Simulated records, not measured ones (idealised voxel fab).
process module | voxel air gaps
cross-section cut | 205 nm wide | cells 5 nm
A cross-section is a grid of square cells, given in bands from the top down. A band is one or more rows of cells.
Each band's line starts with the height of the band's top and of its bottom, in nm. Then come its materials from left to right, each with its width in nm. One material with "throughout" fills the band from edge to edge. "air" is empty space.
Height 0 is the level under which the wafer as received is all one material. The lowest band goes on downwards, as in "0 down".
A width such as "30 to 40" changes by the same amount from each row of cells to the next, from the band's top row to its bottom row.
"no change" after a step means that no cell of the cross-section changed.
closed voids: empty space of 8 cells or more with no open way to the top, each as width x height at its distance from the left edge, in nm
after a step's settings: what the simulator itself notes on the step
overlay nm, on a step with a mask: how far to the right of its planned place the mask lay; to the left if negative
plan
1 op RECEIVE | material Si
2 op CONFORMAL_DEP | material SiO2 | thk nm 10
3 op CONFORMAL_DEP | material SiN | thk nm 5
4 op DIRECTIONAL_DEP | material SiO2 | thk nm 35
5 op PATTERN | tone open | mask id LINES | material resist | width nm 25 | pitch nm 55 | thk nm 20 | overlay nm 0
6 op DIRECTIONAL_ETCH | etch materials SiO2 | depth nm 35
7 op STRIP | etch materials resist
8 op CONFORMAL_DEP | material TiN | thk nm 5
9 op FILL_DEP | material Ru | thk nm 5
10 op CMP | height nm 50
11 op EPI | material Ru | thk nm 10
12 op SELECTIVE_ETCH | etch materials SiO2 | depth nm 45
13 op CONFORMAL_DEP | material SiCN | thk nm 5
as received, after step 1
  0 down: Si throughout
  closed voids: none
first wafer at the end, as planned
  65 to 60: air 20 | SiCN 165 | air 20
  60 to 50: air 20 | SiCN 5 | Ru 45 | SiCN 10 | Ru 45 | SiCN 10 | Ru 45 | SiCN 5 | air 20
  50 to 45: air 20 | SiCN 15 | TiN 5 | Ru 15 | TiN 5 | SiCN 30 | TiN 5 | Ru 15 | TiN 5 | SiCN 30 | TiN 5 | Ru 15 | TiN 5 | SiCN 15 | air 20
  45 to 20: air 30 | SiCN 5 | TiN 5 | Ru 15 | TiN 5 | SiCN 5 | air 20 | SiCN 5 | TiN 5 | Ru 15 | TiN 5 | SiCN 5 | air 20 | SiCN 5 | TiN 5 | Ru 15 | TiN 5 | SiCN 5 | air 30
  20 to 15: SiCN 35 | TiN 25 | SiCN 30 | TiN 25 | SiCN 30 | TiN 25 | SiCN 35
  15 to 10: SiN throughout
  10 to 0: SiO2 throughout
  0 down: Si throughout
  closed voids: 20 x 25 at 65; 20 x 25 at 120
second wafer at the end: like start, like plan, one mistake
  65 to 60: SiCN throughout
  60 to 50: Ru throughout
  50 to 45: TiN 40 | Ru 15 | TiN 40 | Ru 15 | TiN 40 | Ru 15 | TiN 40
  45 to 15: SiO2 35 | TiN 5 | Ru 15 | TiN 5 | SiO2 30 | TiN 5 | Ru 15 | TiN 5 | SiO2 30 | TiN 5 | Ru 15 | TiN 5 | SiO2 35
  15 to 10: SiO2 35 | TiN 25 | SiO2 30 | TiN 25 | SiO2 30 | TiN 25 | SiO2 35
  10 to 5: SiN throughout
  5 to 0: SiO2 throughout
  0 down: Si throughout
  closed voids: none
what went wrong: step 2 ran as: op CONFORMAL_DEP | material SiO2 | thk nm 5
at the end the second wafer has, in cells: 37 more of Ru | 78 fewer of SiCN | 141 more of SiO2 | 32 more of TiN
closed voids at the end (first wafer, second wafer): 2, 0
